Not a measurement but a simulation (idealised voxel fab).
Process module heading - voxel transistor to metal
Pictured: cross-section cut, 205 nm wide, on a grid of 5 nm square cells.
How to read a cross-section here: the picture is a grid of square cells, written as bands going from the top down, and any band can span one or more rows of cells. It is stipulated that each band's entry specify, in nanometres, the height of the top of the band and then that of its bottom, followed by the materials of the band in left-to-right sequence, each together with its width in nanometres. A single material marked by the word "everywhere" is understood to fill the band from edge to edge; the word "air" is understood to denote empty space. A quick word on heights: they are counted from 0, and under that level the wafer as it came to us is one material throughout. The lowest band is different from the rest in having no bottom; it simply continues downward, written as in "0 nm and below". You'd read "30->40" like this: the band's top row of cells is as wide as the first number, its bottom row is as wide as the second, and going down, every row changes width by the same amount as the row before did. What does "changes: none" mean for a step? It means no cell of the cross-section changed in that step. "Enclosed void entries": empty spaces of 8 cells or more with no open way to the top, each given as width x height at distance, distance from the left edge, all in nm. Whatever follows a step's settings on its line is a remark the simulator itself makes about that step. A step's line can hold "overlay nm"; with a mask on that step, the setting says how far right of the planned place the mask lay, while a negative setting says it lay to the left.

**The process steps that were planned are listed below**
- 1: op RECEIVE | material Si
- 2: op CONFORMAL_DEP | material SiO2 | thk nm 5
- 3: op CONFORMAL_DEP | material SiN | thk nm 15
- 4: op PATTERN | tone cover | mask id ACTIVE | material resist | width nm 105 | thk nm 20 | overlay nm 0
- 5: op DIRECTIONAL_ETCH | etch materials SiN | depth nm 15
- 6: op DIRECTIONAL_ETCH | etch materials SiO2 | depth nm 5
- 7: op DIRECTIONAL_ETCH | etch materials Si | depth nm 30
- 8: op STRIP | etch materials resist
- 9: op OXIDIZE | depth nm 5
- 10: op FILL_DEP | material SiO2 | thk nm 15
- 11: op CMP | height nm 20
- 12: op SELECTIVE_ETCH | etch materials SiO2 | depth nm 15
- 13: op STRIP | etch materials SiN
- 14: op SELECTIVE_ETCH | etch materials SiO2 | depth nm 5
- 15: op OXIDIZE | depth nm 5
- 16: op DIRECTIONAL_DEP | material polySi | thk nm 25
- 17: op DIRECTIONAL_DEP | material SiCN | thk nm 10
- 18: op PATTERN | tone cover | mask id GATE | material resist | width nm 25 | thk nm 15 | overlay nm 0
- 19: op DIRECTIONAL_ETCH | etch materials SiCN | depth nm 20
- 20: op DIRECTIONAL_ETCH | etch materials polySi | depth nm 35
- 21: op STRIP | etch materials resist
- 22: op CONFORMAL_DEP | material SiN | thk nm 10
- 23: op DIRECTIONAL_ETCH | etch materials SiN | depth nm 10
- 24: op DIRECTIONAL_ETCH | etch materials SiO2 | depth nm 5
- 25: op EPI | material nSi | thk nm 5
- 26: op FILL_DEP | material SiO2 | thk nm 10
- 27: op CMP | height nm 25
- 28: op STRIP | etch materials polySi
- 29: op SELECTIVE_ETCH | etch materials SiO2 | depth nm 5
- 30: op CONFORMAL_DEP | material HfO2 | thk nm 5
- 31: op CONFORMAL_DEP | material TiN | thk nm 5
- 32: op FILL_DEP | material W | thk nm 10
- 33: op CMP | height nm 20
- 34: op DIRECTIONAL_DEP | material SiO2 | thk nm 15
- 35: op MASKED_ETCH | tone open | mask id CONTACT | width nm 15 | pitch nm 80 | etch materials SiO2 | depth nm 35 | overlay nm 0
- 36: op CONFORMAL_DEP | material TiN | thk nm 5
- 37: op FILL_DEP | material W | thk nm 5
- 38: op CMP | height nm 35
- 39: op DIRECTIONAL_DEP | material TiN | thk nm 5
- 40: op DIRECTIONAL_DEP | material W | thk nm 15
- 41: op DIRECTIONAL_DEP | material aC | thk nm 10
- 42: op PATTERN | tone cover | mask id METAL_1 | material resist | width nm 15 | pitch nm 80 | thk nm 25 | overlay nm 0
- 43: op DIRECTIONAL_ETCH | etch materials aC | depth nm 10
- 44: op STRIP | etch materials resist
- 45: op DIRECTIONAL_ETCH | etch materials W | depth nm 15
- 46: op DIRECTIONAL_ETCH | etch materials TiN | depth nm 5
- 47: op STRIP | etch materials aC
- 48: op CONFORMAL_DEP | material SiCN | thk nm 5
- 49: op FILL_DEP | material SiO2 | thk nm 10
- 50: op CMP | height nm 55
- 51: op CONFORMAL_DEP | material SiCN | thk nm 5
- 52: op DIRECTIONAL_DEP | material SiO2 | thk nm 30
- 53: op MASKED_ETCH | tone open | mask id METAL_2 | width nm 15 | pitch nm 80 | etch materials SiO2 | depth nm 20 | overlay nm 0
- 54: op DIRECTIONAL_DEP | material aC | thk nm 15
- 55: op PATTERN | tone open | mask id METAL_2_HOLES | material resist | width nm 15 | pitch nm 80 | thk nm 35 | overlay nm 0
- 56: op DIRECTIONAL_ETCH | etch materials aC | depth nm 15
- 57: op STRIP | etch materials resist
- 58: op DIRECTIONAL_ETCH | etch materials SiO2 | depth nm 10
- 59: op DIRECTIONAL_ETCH | etch materials SiCN | depth nm 5
- 60: op STRIP | etch materials aC
- 61: op CONFORMAL_DEP | material TiN | thk nm 5
- 62: op FILL_DEP | material Cu | thk nm 5
- 63: op CMP | height nm 90
- 64: op CONFORMAL_DEP | material SiCN | thk nm 5

**First of two wafers - as planned**

**Cross-sectional view of the wafer in its as-received condition, corresponding to the state after step 1**
0 nm and below | Si everywhere
Enclosed void entries: none

**The wafer in cross-section once step 2 is complete**
5 nm to 0 nm | SiO2 everywhere
Nothing below the height 0 has changed.

**The wafer in cross-section once step 3 is complete**
20 nm to 5 nm | SiN everywhere
Nothing below the height 5 has changed.

**The wafer in cross-section once step 4 is complete**
40 nm to 20 nm | air: 50  resist: 105  air: 50
Nothing below the height 20 has changed.

**The wafer in cross-section once step 5 is complete**
40 nm to 20 nm | air: 50  resist: 105  air: 50
20 nm to 5 nm | air: 50  SiN: 105  air: 50
Nothing below the height 5 has changed.

**The wafer in cross-section once step 6 is complete**
40 nm to 20 nm | air: 50  resist: 105  air: 50
20 nm to 5 nm | air: 50  SiN: 105  air: 50
5 nm to 0 nm | air: 50  SiO2: 105  air: 50
Nothing below the height 0 has changed.

**The wafer in cross-section once step 7 is complete**
40 nm to 20 nm | air: 50  resist: 105  air: 50
20 nm to 5 nm | air: 50  SiN: 105  air: 50
5 nm to 0 nm | air: 50  SiO2: 105  air: 50
0 nm to -30 nm | air: 50  Si: 105  air: 50
Nothing below the height -30 has changed.

**The wafer in cross-section once step 8 is complete**
20 nm to 5 nm | air: 50  SiN: 105  air: 50
Nothing below the height 5 has changed.

**The wafer in cross-section once step 9 is complete**
20 nm to 5 nm | air: 50  SiN: 105  air: 50
5 nm to 0 nm | air: 50  SiO2: 105  air: 50
0 nm to -30 nm | air: 50  SiO2: 5  Si: 95  SiO2: 5  air: 50
-30 nm to -35 nm | SiO2: 55  Si: 95  SiO2: 55
Nothing below the height -35 has changed.

**The wafer in cross-section once step 10 is complete**
35 nm to 20 nm | SiO2 everywhere
20 nm to 5 nm | SiO2: 50  SiN: 105  SiO2: 50
5 nm to 0 nm | SiO2 everywhere
0 nm to -35 nm | SiO2: 55  Si: 95  SiO2: 55
Nothing below the height -35 has changed.

**The wafer in cross-section once step 11 is complete**
20 nm to 5 nm | SiO2: 50  SiN: 105  SiO2: 50
Nothing below the height 5 has changed.

**The wafer in cross-section once step 12 is complete**
20 nm to 5 nm | air: 50  SiN: 105  air: 50
Nothing below the height 5 has changed.

**The wafer in cross-section once step 13 is complete**
5 nm to 0 nm | SiO2 everywhere
Nothing below the height 0 has changed.

**The wafer in cross-section once step 14 is complete**
0 nm to -35 nm | SiO2: 55  Si: 95  SiO2: 55
Nothing below the height -35 has changed.

**The wafer in cross-section once step 15 is complete**
0 nm to -5 nm | SiO2 everywhere
Nothing below the height -5 has changed.

**The wafer in cross-section once step 16 is complete**
25 nm to 0 nm | polySi everywhere
Nothing below the height 0 has changed.

**The wafer in cross-section once step 17 is complete**
35 nm to 25 nm | SiCN everywhere
Nothing below the height 25 has changed.

**The wafer in cross-section once step 18 is complete**
50 nm to 35 nm | air: 90  resist: 25  air: 90
Nothing below the height 35 has changed.

**The wafer in cross-section once step 19 is complete**
50 nm to 35 nm | air: 90  resist: 25  air: 90
35 nm to 25 nm | air: 90  SiCN: 25  air: 90
Nothing below the height 25 has changed.

**The wafer in cross-section once step 20 is complete**
50 nm to 35 nm | air: 90  resist: 25  air: 90
35 nm to 25 nm | air: 90  SiCN: 25  air: 90
25 nm to 0 nm | air: 90  polySi: 25  air: 90
Nothing below the height 0 has changed.

**The wafer in cross-section once step 21 is complete**
35 nm to 25 nm | air: 90  SiCN: 25  air: 90
Nothing below the height 25 has changed.

**The wafer in cross-section once step 22 is complete**
45 nm to 35 nm | air: 80  SiN: 45  air: 80
35 nm to 25 nm | air: 80  SiN: 10  SiCN: 25  SiN: 10  air: 80
25 nm to 10 nm | air: 80  SiN: 10  polySi: 25  SiN: 10  air: 80
10 nm to 0 nm | SiN: 90  polySi: 25  SiN: 90
Nothing below the height 0 has changed.

**The wafer in cross-section once step 23 is complete**
35 nm to 25 nm | air: 80  SiN: 10  SiCN: 25  SiN: 10  air: 80
25 nm to 0 nm | air: 80  SiN: 10  polySi: 25  SiN: 10  air: 80
Nothing below the height 0 has changed.

**The wafer in cross-section once step 24 is complete**
35 nm to 25 nm | air: 80  SiN: 10  SiCN: 25  SiN: 10  air: 80
25 nm to 0 nm | air: 80  SiN: 10  polySi: 25  SiN: 10  air: 80
0 nm to -5 nm | air: 80  SiO2: 45  air: 80
Nothing below the height -5 has changed.

**The wafer in cross-section once step 25 is complete**
35 nm to 25 nm | air: 80  SiN: 10  SiCN: 25  SiN: 10  air: 80
25 nm to 0 nm | air: 80  SiN: 10  polySi: 25  SiN: 10  air: 80
0 nm to -5 nm | air: 50  nSi: 30  SiO2: 45  nSi: 30  air: 50
Nothing below the height -5 has changed.

**The wafer in cross-section once step 26 is complete**
45 nm to 35 nm | SiO2 everywhere
35 nm to 25 nm | SiO2: 80  SiN: 10  SiCN: 25  SiN: 10  SiO2: 80
25 nm to 0 nm | SiO2: 80  SiN: 10  polySi: 25  SiN: 10  SiO2: 80
0 nm to -5 nm | SiO2: 50  nSi: 30  SiO2: 45  nSi: 30  SiO2: 50
Nothing below the height -5 has changed.

**The wafer in cross-section once step 27 is complete**
25 nm to 0 nm | SiO2: 80  SiN: 10  polySi: 25  SiN: 10  SiO2: 80
Nothing below the height 0 has changed.

**The wafer in cross-section once step 28 is complete**
25 nm to 0 nm | SiO2: 80  SiN: 10  air: 25  SiN: 10  SiO2: 80
Nothing below the height 0 has changed.

**The wafer in cross-section once step 29 is complete**
25 nm to 20 nm | air: 80  SiN: 10  air: 25  SiN: 10  air: 80
20 nm to 0 nm | SiO2: 80  SiN: 10  air: 25  SiN: 10  SiO2: 80
0 nm to -5 nm | SiO2: 50  nSi: 30  SiO2: 5  air: 35  SiO2: 5  nSi: 30  SiO2: 50
Nothing below the height -5 has changed.

**The wafer in cross-section once step 30 is complete**
30 nm to 25 nm | air: 75  HfO2: 20  air: 15  HfO2: 20  air: 75
25 nm to 20 nm | HfO2: 80  SiN: 10  HfO2: 5  air: 15  HfO2: 5  SiN: 10  HfO2: 80
20 nm to 0 nm | SiO2: 80  SiN: 10  HfO2: 5  air: 15  HfO2: 5  SiN: 10  SiO2: 80
0 nm to -5 nm | SiO2: 50  nSi: 30  SiO2: 5  HfO2: 35  SiO2: 5  nSi: 30  SiO2: 50
Nothing below the height -5 has changed.

**The wafer in cross-section once step 31 is complete**
35 nm to 30 nm | air: 70  TiN: 30  air: 5  TiN: 30  air: 70
30 nm to 25 nm | TiN: 75  HfO2: 20  TiN: 5  air: 5  TiN: 5  HfO2: 20  TiN: 75
25 nm to 20 nm | HfO2: 80  SiN: 10  HfO2: 5  TiN: 5  air: 5  TiN: 5  HfO2: 5  SiN: 10  HfO2: 80
20 nm to 5 nm | SiO2: 80  SiN: 10  HfO2: 5  TiN: 5  air: 5  TiN: 5  HfO2: 5  SiN: 10  SiO2: 80
5 nm to 0 nm | SiO2: 80  SiN: 10  HfO2: 5  TiN: 15  HfO2: 5  SiN: 10  SiO2: 80
Nothing below the height 0 has changed.

**The wafer in cross-section once step 32 is complete**
45 nm to 35 nm | W everywhere
35 nm to 30 nm | W: 70  TiN: 30  W: 5  TiN: 30  W: 70
30 nm to 25 nm | TiN: 75  HfO2: 20  TiN: 5  W: 5  TiN: 5  HfO2: 20  TiN: 75
25 nm to 20 nm | HfO2: 80  SiN: 10  HfO2: 5  TiN: 5  W: 5  TiN: 5  HfO2: 5  SiN: 10  HfO2: 80
20 nm to 5 nm | SiO2: 80  SiN: 10  HfO2: 5  TiN: 5  W: 5  TiN: 5  HfO2: 5  SiN: 10  SiO2: 80
Nothing below the height 5 has changed.

**The wafer in cross-section once step 33 is complete**
20 nm to 5 nm | SiO2: 80  SiN: 10  HfO2: 5  TiN: 5  W: 5  TiN: 5  HfO2: 5  SiN: 10  SiO2: 80
Nothing below the height 5 has changed.

**The wafer in cross-section once step 34 is complete**
35 nm to 20 nm | SiO2 everywhere
Nothing below the height 20 has changed.

**The wafer in cross-section once step 35 is complete**
35 nm to 20 nm | SiO2: 55  air: 15  SiO2: 65  air: 15  SiO2: 55
20 nm to 5 nm | SiO2: 55  air: 15  SiO2: 10  SiN: 10  HfO2: 5  TiN: 5  W: 5  TiN: 5  HfO2: 5  SiN: 10  SiO2: 10  air: 15  SiO2: 55
5 nm to 0 nm | SiO2: 55  air: 15  SiO2: 10  SiN: 10  HfO2: 5  TiN: 15  HfO2: 5  SiN: 10  SiO2: 10  air: 15  SiO2: 55
Nothing below the height 0 has changed.

**The wafer in cross-section once step 36 is complete**
40 nm to 35 nm | TiN: 60  air: 5  TiN: 75  air: 5  TiN: 60
35 nm to 20 nm | SiO2: 55  TiN: 5  air: 5  TiN: 5  SiO2: 65  TiN: 5  air: 5  TiN: 5  SiO2: 55
20 nm to 5 nm | SiO2: 55  TiN: 5  air: 5  TiN: 5  SiO2: 10  SiN: 10  HfO2: 5  TiN: 5  W: 5  TiN: 5  HfO2: 5  SiN: 10  SiO2: 10  TiN: 5  air: 5  TiN: 5  SiO2: 55
5 nm to 0 nm | SiO2: 55  TiN: 15  SiO2: 10  SiN: 10  HfO2: 5  TiN: 15  HfO2: 5  SiN: 10  SiO2: 10  TiN: 15  SiO2: 55
Nothing below the height 0 has changed.

**The wafer in cross-section once step 37 is complete**
45 nm to 40 nm | W everywhere
40 nm to 35 nm | TiN: 60  W: 5  TiN: 75  W: 5  TiN: 60
35 nm to 20 nm | SiO2: 55  TiN: 5  W: 5  TiN: 5  SiO2: 65  TiN: 5  W: 5  TiN: 5  SiO2: 55
20 nm to 5 nm | SiO2: 55  TiN: 5  W: 5  TiN: 5  SiO2: 10  SiN: 10  HfO2: 5  TiN: 5  W: 5  TiN: 5  HfO2: 5  SiN: 10  SiO2: 10  TiN: 5  W: 5  TiN: 5  SiO2: 55
Nothing below the height 5 has changed.

**The wafer in cross-section once step 38 is complete**
35 nm to 20 nm | SiO2: 55  TiN: 5  W: 5  TiN: 5  SiO2: 65  TiN: 5  W: 5  TiN: 5  SiO2: 55
Nothing below the height 20 has changed.

**The wafer in cross-section once step 39 is complete**
40 nm to 35 nm | TiN everywhere
Nothing below the height 35 has changed.

**The wafer in cross-section once step 40 is complete**
55 nm to 40 nm | W everywhere
Nothing below the height 40 has changed.

**The wafer in cross-section once step 41 is complete**
65 nm to 55 nm | aC everywhere
Nothing below the height 55 has changed.

**The wafer in cross-section once step 42 is complete**
90 nm to 65 nm | air: 55  resist: 15  air: 65  resist: 15  air: 55
Nothing below the height 65 has changed.

**The wafer in cross-section once step 43 is complete**
80 nm to 65 nm | air: 55  resist: 15  air: 65  resist: 15  air: 55
65 nm to 55 nm | air: 55  aC: 15  air: 65  aC: 15  air: 55
Nothing below the height 55 has changed.

**The wafer in cross-section once step 44 is complete**
65 nm to 55 nm | air: 55  aC: 15  air: 65  aC: 15  air: 55
Nothing below the height 55 has changed.

**The wafer in cross-section once step 45 is complete**
65 nm to 55 nm | air: 55  aC: 15  air: 65  aC: 15  air: 55
55 nm to 40 nm | air: 55  W: 15  air: 65  W: 15  air: 55
Nothing below the height 40 has changed.

**The wafer in cross-section once step 46 is complete**
65 nm to 55 nm | air: 55  aC: 15  air: 65  aC: 15  air: 55
55 nm to 40 nm | air: 55  W: 15  air: 65  W: 15  air: 55
40 nm to 35 nm | air: 55  TiN: 15  air: 65  TiN: 15  air: 55
Nothing below the height 35 has changed.

**The wafer in cross-section once step 47 is complete**
55 nm to 40 nm | air: 55  W: 15  air: 65  W: 15  air: 55
Nothing below the height 40 has changed.

**The wafer in cross-section once step 48 is complete**
60 nm to 55 nm | air: 50  SiCN: 25  air: 55  SiCN: 25  air: 50
55 nm to 40 nm | air: 50  SiCN: 5  W: 15  SiCN: 5  air: 55  SiCN: 5  W: 15  SiCN: 5  air: 50
40 nm to 35 nm | SiCN: 55  TiN: 15  SiCN: 65  TiN: 15  SiCN: 55
Nothing below the height 35 has changed.

**The wafer in cross-section once step 49 is complete**
70 nm to 60 nm | SiO2 everywhere
60 nm to 55 nm | SiO2: 50  SiCN: 25  SiO2: 55  SiCN: 25  SiO2: 50
55 nm to 40 nm | SiO2: 50  SiCN: 5  W: 15  SiCN: 5  SiO2: 55  SiCN: 5  W: 15  SiCN: 5  SiO2: 50
Nothing below the height 40 has changed.

**The wafer in cross-section once step 50 is complete**
55 nm to 40 nm | SiO2: 50  SiCN: 5  W: 15  SiCN: 5  SiO2: 55  SiCN: 5  W: 15  SiCN: 5  SiO2: 50
Nothing below the height 40 has changed.

**The wafer in cross-section once step 51 is complete**
60 nm to 55 nm | SiCN everywhere
Nothing below the height 55 has changed.

**The wafer in cross-section once step 52 is complete**
90 nm to 60 nm | SiO2 everywhere
Nothing below the height 60 has changed.

**The wafer in cross-section once step 53 is complete**
90 nm to 70 nm | SiO2: 55  air: 15  SiO2: 65  air: 15  SiO2: 55
Nothing below the height 70 has changed.

**The wafer in cross-section once step 54 is complete**
105 nm to 90 nm | aC: 55  air: 15  aC: 65  air: 15  aC: 55
90 nm to 85 nm | SiO2: 55  air: 15  SiO2: 65  air: 15  SiO2: 55
85 nm to 70 nm | SiO2: 55  aC: 15  SiO2: 65  aC: 15  SiO2: 55
Nothing below the height 70 has changed.

**The wafer in cross-section once step 55 is complete**
140 nm to 105 nm | resist: 55  air: 15  resist: 65  air: 15  resist: 55
Nothing below the height 105 has changed.

**The wafer in cross-section once step 56 is complete**
125 nm to 105 nm | resist: 55  air: 15  resist: 65  air: 15  resist: 55
105 nm to 90 nm | aC: 55  air: 15  aC: 65  air: 15  aC: 55
90 nm to 70 nm | SiO2: 55  air: 15  SiO2: 65  air: 15  SiO2: 55
Nothing below the height 70 has changed.

**The wafer in cross-section once step 57 is complete**
105 nm to 90 nm | aC: 55  air: 15  aC: 65  air: 15  aC: 55
Nothing below the height 90 has changed.

**The wafer in cross-section once step 58 is complete**
105 nm to 90 nm | aC: 55  air: 15  aC: 65  air: 15  aC: 55
90 nm to 60 nm | SiO2: 55  air: 15  SiO2: 65  air: 15  SiO2: 55
Nothing below the height 60 has changed.

**The wafer in cross-section once step 59 is complete**
105 nm to 90 nm | aC: 55  air: 15  aC: 65  air: 15  aC: 55
90 nm to 60 nm | SiO2: 55  air: 15  SiO2: 65  air: 15  SiO2: 55
60 nm to 55 nm | SiCN: 55  air: 15  SiCN: 65  air: 15  SiCN: 55
Nothing below the height 55 has changed.

**The wafer in cross-section once step 60 is complete**
90 nm to 60 nm | SiO2: 55  air: 15  SiO2: 65  air: 15  SiO2: 55
Nothing below the height 60 has changed.

**The wafer in cross-section once step 61 is complete**
95 nm to 90 nm | TiN: 60  air: 5  TiN: 75  air: 5  TiN: 60
90 nm to 60 nm | SiO2: 55  TiN: 5  air: 5  TiN: 5  SiO2: 65  TiN: 5  air: 5  TiN: 5  SiO2: 55
60 nm to 55 nm | SiCN: 55  TiN: 15  SiCN: 65  TiN: 15  SiCN: 55
Nothing below the height 55 has changed.

**The wafer in cross-section once step 62 is complete**
100 nm to 95 nm | Cu everywhere
95 nm to 90 nm | TiN: 60  Cu: 5  TiN: 75  Cu: 5  TiN: 60
90 nm to 60 nm | SiO2: 55  TiN: 5  Cu: 5  TiN: 5  SiO2: 65  TiN: 5  Cu: 5  TiN: 5  SiO2: 55
Nothing below the height 60 has changed.

**The wafer in cross-section once step 63 is complete**
90 nm to 60 nm | SiO2: 55  TiN: 5  Cu: 5  TiN: 5  SiO2: 65  TiN: 5  Cu: 5  TiN: 5  SiO2: 55
Nothing below the height 60 has changed.

**The wafer in cross-section once step 64 is complete**
95 nm to 90 nm | SiCN everywhere
Nothing below the height 90 has changed.

**Now the other wafer: same start, same recipe, but we messed up one thing when running it. Up to and including step 34 it's the same as the first one**

**Second wafer, sectioned view, at step 35's planned end time**
35 nm to 20 nm | air: 55  SiO2: 15  air: 65  SiO2: 15  air: 55
20 nm to 5 nm | air: 55  SiO2: 15  air: 10  SiN: 10  HfO2: 5  TiN: 5  W: 5  TiN: 5  HfO2: 5  SiN: 10  air: 10  SiO2: 15  air: 55
5 nm to 0 nm | air: 55  SiO2: 15  air: 10  SiN: 10  HfO2: 5  TiN: 15  HfO2: 5  SiN: 10  air: 10  SiO2: 15  air: 55
Nothing below the height 0 has changed.

**Second wafer, sectioned view, at step 36's planned end time**
40 nm to 35 nm | air: 50  TiN: 25  air: 55  TiN: 25  air: 50
35 nm to 25 nm | air: 50  TiN: 5  SiO2: 15  TiN: 5  air: 55  TiN: 5  SiO2: 15  TiN: 5  air: 50
25 nm to 20 nm | air: 50  TiN: 5  SiO2: 15  TiN: 65  SiO2: 15  TiN: 5  air: 50
20 nm to 5 nm | air: 50  TiN: 5  SiO2: 15  TiN: 10  SiN: 10  HfO2: 5  TiN: 5  W: 5  TiN: 5  HfO2: 5  SiN: 10  TiN: 10  SiO2: 15  TiN: 5  air: 50
5 nm to 0 nm | TiN: 55  SiO2: 15  TiN: 10  SiN: 10  HfO2: 5  TiN: 15  HfO2: 5  SiN: 10  TiN: 10  SiO2: 15  TiN: 55
Nothing below the height 0 has changed.

**Second wafer, sectioned view, at step 37's planned end time**
45 nm to 40 nm | W everywhere
40 nm to 35 nm | W: 50  TiN: 25  W: 55  TiN: 25  W: 50
35 nm to 25 nm | W: 50  TiN: 5  SiO2: 15  TiN: 5  W: 55  TiN: 5  SiO2: 15  TiN: 5  W: 50
25 nm to 20 nm | W: 50  TiN: 5  SiO2: 15  TiN: 65  SiO2: 15  TiN: 5  W: 50
20 nm to 5 nm | W: 50  TiN: 5  SiO2: 15  TiN: 10  SiN: 10  HfO2: 5  TiN: 5  W: 5  TiN: 5  HfO2: 5  SiN: 10  TiN: 10  SiO2: 15  TiN: 5  W: 50
Nothing below the height 5 has changed.

**Second wafer, sectioned view, at step 38's planned end time**
35 nm to 25 nm | W: 50  TiN: 5  SiO2: 15  TiN: 5  W: 55  TiN: 5  SiO2: 15  TiN: 5  W: 50
Nothing below the height 25 has changed.

**Second wafer, sectioned view, at step 39's planned end time**
40 nm to 35 nm | TiN everywhere
Nothing below the height 35 has changed.

**Second wafer, sectioned view, at step 40's planned end time**
55 nm to 40 nm | W everywhere
Nothing below the height 40 has changed.

**Second wafer, sectioned view, at step 41's planned end time**
65 nm to 55 nm | aC everywhere
Nothing below the height 55 has changed.

**Second wafer, sectioned view, at step 42's planned end time**
90 nm to 65 nm | air: 55  resist: 15  air: 65  resist: 15  air: 55
Nothing below the height 65 has changed.

**Second wafer, sectioned view, at step 43's planned end time**
80 nm to 65 nm | air: 55  resist: 15  air: 65  resist: 15  air: 55
65 nm to 55 nm | air: 55  aC: 15  air: 65  aC: 15  air: 55
Nothing below the height 55 has changed.

**Second wafer, sectioned view, at step 44's planned end time**
65 nm to 55 nm | air: 55  aC: 15  air: 65  aC: 15  air: 55
Nothing below the height 55 has changed.

**Second wafer, sectioned view, at step 45's planned end time**
65 nm to 55 nm | air: 55  aC: 15  air: 65  aC: 15  air: 55
55 nm to 40 nm | air: 55  W: 15  air: 65  W: 15  air: 55
Nothing below the height 40 has changed.

**Second wafer, sectioned view, at step 46's planned end time**
65 nm to 55 nm | air: 55  aC: 15  air: 65  aC: 15  air: 55
55 nm to 40 nm | air: 55  W: 15  air: 65  W: 15  air: 55
40 nm to 35 nm | air: 55  TiN: 15  air: 65  TiN: 15  air: 55
Nothing below the height 35 has changed.

**Second wafer, sectioned view, at step 47's planned end time**
55 nm to 40 nm | air: 55  W: 15  air: 65  W: 15  air: 55
Nothing below the height 40 has changed.

**Second wafer, sectioned view, at step 48's planned end time**
60 nm to 55 nm | air: 50  SiCN: 25  air: 55  SiCN: 25  air: 50
55 nm to 40 nm | air: 50  SiCN: 5  W: 15  SiCN: 5  air: 55  SiCN: 5  W: 15  SiCN: 5  air: 50
40 nm to 35 nm | SiCN: 55  TiN: 15  SiCN: 65  TiN: 15  SiCN: 55
Nothing below the height 35 has changed.

**Second wafer, sectioned view, at step 49's planned end time**
70 nm to 60 nm | SiO2 everywhere
60 nm to 55 nm | SiO2: 50  SiCN: 25  SiO2: 55  SiCN: 25  SiO2: 50
55 nm to 40 nm | SiO2: 50  SiCN: 5  W: 15  SiCN: 5  SiO2: 55  SiCN: 5  W: 15  SiCN: 5  SiO2: 50
Nothing below the height 40 has changed.

**Second wafer, sectioned view, at step 50's planned end time**
55 nm to 40 nm | SiO2: 50  SiCN: 5  W: 15  SiCN: 5  SiO2: 55  SiCN: 5  W: 15  SiCN: 5  SiO2: 50
Nothing below the height 40 has changed.

**Second wafer, sectioned view, at step 51's planned end time**
60 nm to 55 nm | SiCN everywhere
Nothing below the height 55 has changed.

**Second wafer, sectioned view, at step 52's planned end time**
90 nm to 60 nm | SiO2 everywhere
Nothing below the height 60 has changed.

**Second wafer, sectioned view, at step 53's planned end time**
90 nm to 70 nm | SiO2: 55  air: 15  SiO2: 65  air: 15  SiO2: 55
Nothing below the height 70 has changed.

**Second wafer, sectioned view, at step 54's planned end time**
105 nm to 90 nm | aC: 55  air: 15  aC: 65  air: 15  aC: 55
90 nm to 85 nm | SiO2: 55  air: 15  SiO2: 65  air: 15  SiO2: 55
85 nm to 70 nm | SiO2: 55  aC: 15  SiO2: 65  aC: 15  SiO2: 55
Nothing below the height 70 has changed.

**Second wafer, sectioned view, at step 55's planned end time**
140 nm to 105 nm | resist: 55  air: 15  resist: 65  air: 15  resist: 55
Nothing below the height 105 has changed.

**Second wafer, sectioned view, at step 56's planned end time**
125 nm to 105 nm | resist: 55  air: 15  resist: 65  air: 15  resist: 55
105 nm to 90 nm | aC: 55  air: 15  aC: 65  air: 15  aC: 55
90 nm to 70 nm | SiO2: 55  air: 15  SiO2: 65  air: 15  SiO2: 55
Nothing below the height 70 has changed.

**Second wafer, sectioned view, at step 57's planned end time**
105 nm to 90 nm | aC: 55  air: 15  aC: 65  air: 15  aC: 55
Nothing below the height 90 has changed.

**Second wafer, sectioned view, at step 58's planned end time**
105 nm to 90 nm | aC: 55  air: 15  aC: 65  air: 15  aC: 55
90 nm to 60 nm | SiO2: 55  air: 15  SiO2: 65  air: 15  SiO2: 55
Nothing below the height 60 has changed.

**Second wafer, sectioned view, at step 59's planned end time**
105 nm to 90 nm | aC: 55  air: 15  aC: 65  air: 15  aC: 55
90 nm to 60 nm | SiO2: 55  air: 15  SiO2: 65  air: 15  SiO2: 55
60 nm to 55 nm | SiCN: 55  air: 15  SiCN: 65  air: 15  SiCN: 55
Nothing below the height 55 has changed.

**Second wafer, sectioned view, at step 60's planned end time**
90 nm to 60 nm | SiO2: 55  air: 15  SiO2: 65  air: 15  SiO2: 55
Nothing below the height 60 has changed.

**Second wafer, sectioned view, at step 61's planned end time**
95 nm to 90 nm | TiN: 60  air: 5  TiN: 75  air: 5  TiN: 60
90 nm to 60 nm | SiO2: 55  TiN: 5  air: 5  TiN: 5  SiO2: 65  TiN: 5  air: 5  TiN: 5  SiO2: 55
60 nm to 55 nm | SiCN: 55  TiN: 15  SiCN: 65  TiN: 15  SiCN: 55
Nothing below the height 55 has changed.

**Second wafer, sectioned view, at step 62's planned end time**
100 nm to 95 nm | Cu everywhere
95 nm to 90 nm | TiN: 60  Cu: 5  TiN: 75  Cu: 5  TiN: 60
90 nm to 60 nm | SiO2: 55  TiN: 5  Cu: 5  TiN: 5  SiO2: 65  TiN: 5  Cu: 5  TiN: 5  SiO2: 55
Nothing below the height 60 has changed.

**Second wafer, sectioned view, at step 63's planned end time**
90 nm to 60 nm | SiO2: 55  TiN: 5  Cu: 5  TiN: 5  SiO2: 65  TiN: 5  Cu: 5  TiN: 5  SiO2: 55
Nothing below the height 60 has changed.

**Second wafer, sectioned view, at step 64's planned end time**
95 nm to 90 nm | SiCN everywhere
Nothing below the height 90 has changed.
Misprocessing identified: step 35: run off-plan, actual operation and settings op MASKED_ETCH | tone cover | mask id CONTACT | width nm 15 | pitch nm 80 | etch materials SiO2 | depth nm 35 | overlay nm 0
Per the end-of-run cell counts, the second wafer holds more or fewer of some materials than the first: 167 fewer of SiO2 | 37 more of TiN | 130 more of W
